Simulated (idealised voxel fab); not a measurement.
The name of this process module is voxel ribs on slabs.
FYI the section here is cut, 265 nm wide, cells are 5 nm squares.
For the purposes of this document, a cross-section shall be understood as a grid of square cells, specified as bands listed in top-to-bottom order, each band consisting of one or more rows of cells.
A band entry consists of two parts. The first gives the height of the band's top and the height of its bottom, in nm. The rest lists the band's materials from left to right, each with its width in nm. A single material labelled with the word "everywhere" fills the band from edge to edge, and the word "air" marks empty space.
Heads up on the height convention: 0 is the point under which the incoming wafer is all one material, and the lowest band has no bottom, it just keeps going down, like "0 and below".
A two-number width, for instance "30 to 40", indicates that the width is equal to the first number in the top row of the band and to the second number in the bottom row, and that it changes by a constant amount per row of cells.
A step reported as "all unchanged" is a step in which no cell of the cross-section changed.
"Sealed internal voids" lists enclosed empty spaces (at least 8 cells, no open path upward to the top), each as width x height at distance from the left edge, in nm.
If you see something after the settings on a step's line, that's the simulator's own remark about that step.
overlay nm: where the mask lay relative to plan, measured to the right, on steps with a mask; negatives go left.
Set out below are the planned steps of the process
1: RECEIVE with material Si
2: DIRECTIONAL_DEP with material SiO2, thk nm 20
3: DIRECTIONAL_DEP with material polySi, thk nm 20
4: DIRECTIONAL_DEP with material aC, thk nm 15
5: PATTERN with tone cover, mask id RIB, material resist, width nm 20, thk nm 30, overlay nm 0
6: DIRECTIONAL_ETCH with etch materials aC, depth nm 15
7: STRIP with etch materials resist
8: DIRECTIONAL_ETCH with etch materials polySi, depth nm 10
9: STRIP with etch materials aC
10: MASKED_ETCH with tone cover, mask id SLAB, width nm 50, etch materials polySi, depth nm 10, overlay nm 0
11: FILL_DEP with material SiO2, thk nm 15
12: CMP with height nm 50
13: DIRECTIONAL_DEP with material W, thk nm 10
14: MASKED_ETCH with tone cover, mask id HEATER, width nm 30, etch materials W, depth nm 10, overlay nm 0
15: CONFORMAL_DEP with material SiN, thk nm 5
On the first of the two wafers: run conducted according to plan
This is the cross-section of the wafer as we received it, i.e. after step 1
    0 and below: Si everywhere
    Sealed internal voids: none
The following cross-section depicts the wafer upon completion of step 2
    20 down to 0: SiO2 everywhere
    No changes below 0.
The following cross-section depicts the wafer upon completion of step 3
    40 down to 20: polySi everywhere
    No changes below 20.
The following cross-section depicts the wafer upon completion of step 4
    55 down to 40: aC everywhere
    No changes below 40.
The following cross-section depicts the wafer upon completion of step 5
    85 down to 55: 120 of air, then 20 of resist, then 125 of air
    No changes below 55.
The following cross-section depicts the wafer upon completion of step 6
    70 down to 55: 120 of air, then 20 of resist, then 125 of air
    55 down to 40: 120 of air, then 20 of aC, then 125 of air
    No changes below 40.
The following cross-section depicts the wafer upon completion of step 7
    55 down to 40: 120 of air, then 20 of aC, then 125 of air
    No changes below 40.
The following cross-section depicts the wafer upon completion of step 8
    55 down to 40: 120 of air, then 20 of aC, then 125 of air
    40 down to 30: 120 of air, then 20 of polySi, then 125 of air
    No changes below 30.
The following cross-section depicts the wafer upon completion of step 9
    40 down to 30: 120 of air, then 20 of polySi, then 125 of air
    No changes below 30.
The following cross-section depicts the wafer upon completion of step 10
    40 down to 30: 120 of air, then 20 of polySi, then 125 of air
    30 down to 20: 105 of air, then 50 of polySi, then 110 of air
    No changes below 20.
The following cross-section depicts the wafer upon completion of step 11
    55 down to 40: SiO2 everywhere
    40 down to 30: 120 of SiO2, then 20 of polySi, then 125 of SiO2
    30 down to 20: 105 of SiO2, then 50 of polySi, then 110 of SiO2
    No changes below 20.
The following cross-section depicts the wafer upon completion of step 12
    50 down to 40: SiO2 everywhere
    No changes below 40.
The following cross-section depicts the wafer upon completion of step 13
    60 down to 50: W everywhere
    No changes below 50.
The following cross-section depicts the wafer upon completion of step 14
    60 down to 50: 115 of air, then 30 of W, then 120 of air
    No changes below 50.
The following cross-section depicts the wafer upon completion of step 15
    65 down to 60: 110 of air, then 40 of SiN, then 115 of air
    60 down to 55: 110 of air, then 5 of SiN, then 30 of W, then 5 of SiN, then 115 of air
    55 down to 50: 115 of SiN, then 30 of W, then 120 of SiN
    No changes below 50.
For the second wafer, take the first wafer's start and plan, then add one mistake made in running it; everything through step 7, that step included, is shared with the first
Cross-section, second wafer, at the end time the plan gives for step 8
    55 down to 40: 120 of air, then 20 of aC, then 125 of air
    40 down to 35: 120 of air, then 20 of polySi, then 125 of air
    No changes below 35.
Cross-section, second wafer, at the end time the plan gives for step 9
    40 down to 35: 120 of air, then 20 of polySi, then 125 of air
    No changes below 35.
Cross-section, second wafer, at the end time the plan gives for step 10
    40 down to 35: 120 of air, then 20 of polySi, then 125 of air
    35 down to 25: 105 of air, then 50 of polySi, then 110 of air
    No changes below 25.
Cross-section, second wafer, at the end time the plan gives for step 11
    55 down to 40: SiO2 everywhere
    40 down to 35: 120 of SiO2, then 20 of polySi, then 125 of SiO2
    35 down to 25: 105 of SiO2, then 50 of polySi, then 110 of SiO2
    No changes below 25.
Cross-section, second wafer, at the end time the plan gives for step 12
    50 down to 40: SiO2 everywhere
    No changes below 40.
Cross-section, second wafer, at the end time the plan gives for step 13
    60 down to 50: W everywhere
    No changes below 50.
Cross-section, second wafer, at the end time the plan gives for step 14
    60 down to 50: 115 of air, then 30 of W, then 120 of air
    No changes below 50.
Cross-section, second wafer, at the end time the plan gives for step 15
    65 down to 60: 110 of air, then 40 of SiN, then 115 of air
    60 down to 55: 110 of air, then 5 of SiN, then 30 of W, then 5 of SiN, then 115 of air
    55 down to 50: 115 of SiN, then 30 of W, then 120 of SiN
    No changes below 50.
The mistake made against the process plan was this: step 8 ran with different settings than intended, the actual operation and settings being DIRECTIONAL_ETCH with etch materials polySi, depth nm 5
Count the cells at the end and the second wafer has more or fewer of some materials than the first: -49 SiO2 | +49 polySi
